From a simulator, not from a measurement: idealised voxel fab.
process module | voxel air gaps
cross-section cut | 235 nm wide | cells 5 nm
A cross-section is a grid of square cells, given in bands from the top down. A band is one or more rows of cells.
Each band's line starts with the height of the band's top and of its bottom, in nm. Then come its materials from left to right, each with its width in nm. One material with "throughout" fills the band from edge to edge. "air" is empty space.
Height 0 is the level under which the wafer as received is all one material. The lowest band goes on downwards, as in "0 down".
A width such as "30 to 40" changes by the same amount from each row of cells to the next, from the band's top row to its bottom row.
"no change" after a step means that no cell of the cross-section changed.
closed voids: empty space of 8 cells or more with no open way to the top, each as width x height at its distance from the left edge, in nm
after a step's settings: what the simulator itself notes on the step
overlay nm, on a step with a mask: how far to the right of its planned place the mask lay; to the left if negative
plan
1 op RECEIVE | material Si
2 op CONFORMAL_DEP | material SiO2 | thk nm 15
3 op CONFORMAL_DEP | material SiCN | thk nm 5
4 op DIRECTIONAL_DEP | material SiO2 | thk nm 35
5 op MASKED_ETCH | tone open | mask id LINES | width nm 25 | pitch nm 50 | etch materials SiO2 | depth nm 35 | overlay nm 0
6 op CONFORMAL_DEP | material TiN | thk nm 5
7 op FILL_DEP | material W | thk nm 10
8 op CMP | height nm 55
9 op EPI | material Ru | thk nm 10
10 op SELECTIVE_ETCH | etch materials SiO2 | depth nm 45
11 op CONFORMAL_DEP | material SiCN | thk nm 5
varied across the wafers: thk nm of step 11. The plan shows the first wafer's value. All wafers start alike
first wafer as received, after step 1
  0 down: Si throughout
  closed voids: none
each wafer at the end: cells of each material gained (+) or lost (-) since it was received, then its closed voids
thk nm 5 | +54 Ru | +164 SiCN | +141 SiO2 | +51 TiN | +54 W | closed voids: 15 x 25 at 85; 15 x 25 at 135
thk nm 10 | +54 Ru | +237 SiCN | +141 SiO2 | +51 TiN | +54 W | closed voids: 15 x 25 at 85; 15 x 25 at 135
thk nm 15 | +54 Ru | +310 SiCN | +141 SiO2 | +51 TiN | +54 W | closed voids: 15 x 25 at 85; 15 x 25 at 135
thk nm 20 | +54 Ru | +379 SiCN | +141 SiO2 | +51 TiN | +54 W | closed voids: 15 x 25 at 85; 15 x 25 at 135
